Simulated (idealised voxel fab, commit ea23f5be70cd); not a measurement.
process module | voxel fin reveal
cross-section cut | 180 nm wide | cells 5 nm
A cross-section is a grid of square cells, given in bands from the top down. A band is one or more rows of cells.
Each band's line starts with the height of the band's top and of its bottom, in nm. Then come its materials from left to right, each with its width in nm. One material with "throughout" fills the band from edge to edge. "air" is empty space.
Height 0 is the level under which the wafer as received is all one material. The lowest band goes on downwards, as in "0 down".
A width such as "30 to 40" changes by the same amount from each row of cells to the next, from the band's top row to its bottom row.
"no change" after a step means that no cell of the cross-section changed.
closed voids: empty space of 8 cells or more with no open way to the top, each as width x height at its distance from the left edge, in nm
after a step's settings: what the simulator itself notes on the step
overlay nm, on a step with a mask: how far to the right of its planned place the mask lay; to the left if negative
plan
1 op RECEIVE | material Si
2 op CONFORMAL_DEP | material SiN | thk nm 10
3 op PATTERN | tone cover | mask id FINS | material resist | width nm 15 | pitch nm 45 | thk nm 15 | overlay nm 0
4 op DIRECTIONAL_ETCH | etch materials SiN | depth nm 10
5 op DIRECTIONAL_ETCH | etch materials Si | depth nm 40
6 op STRIP | etch materials resist
7 op OXIDIZE | depth nm 5
8 op FILL_DEP | material SiO2 | thk nm 10
9 op CMP | height nm 10
10 op SELECTIVE_ETCH | etch materials SiO2 | depth nm 30
11 op STRIP | etch materials SiN
12 op CONFORMAL_DEP | material HfO2 | thk nm 5
as received, after step 1
  0 down: Si throughout
  closed voids: none
first wafer at the end, as planned
  5 to 0: air 60 | HfO2 15 | air 30 | HfO2 15 | air 60
  0 to -15: air 60 | HfO2 5 | Si 5 | HfO2 5 | air 30 | HfO2 5 | Si 5 | HfO2 5 | air 60
  -15 to -20: HfO2 65 | Si 5 | HfO2 40 | Si 5 | HfO2 65
  -20 to -45: SiO2 65 | Si 5 | SiO2 40 | Si 5 | SiO2 65
  -45 down: Si throughout
  closed voids: none
second wafer at the end: like start, like plan, one mistake
  0 to -20: air 65 | Si 5 | air 40 | Si 5 | air 65
  -20 to -45: SiO2 65 | Si 5 | SiO2 40 | Si 5 | SiO2 65
  -45 down: Si throughout
  closed voids: none
what went wrong: step 12 was left out
at the end the second wafer has, in cells: 52 fewer of HfO2
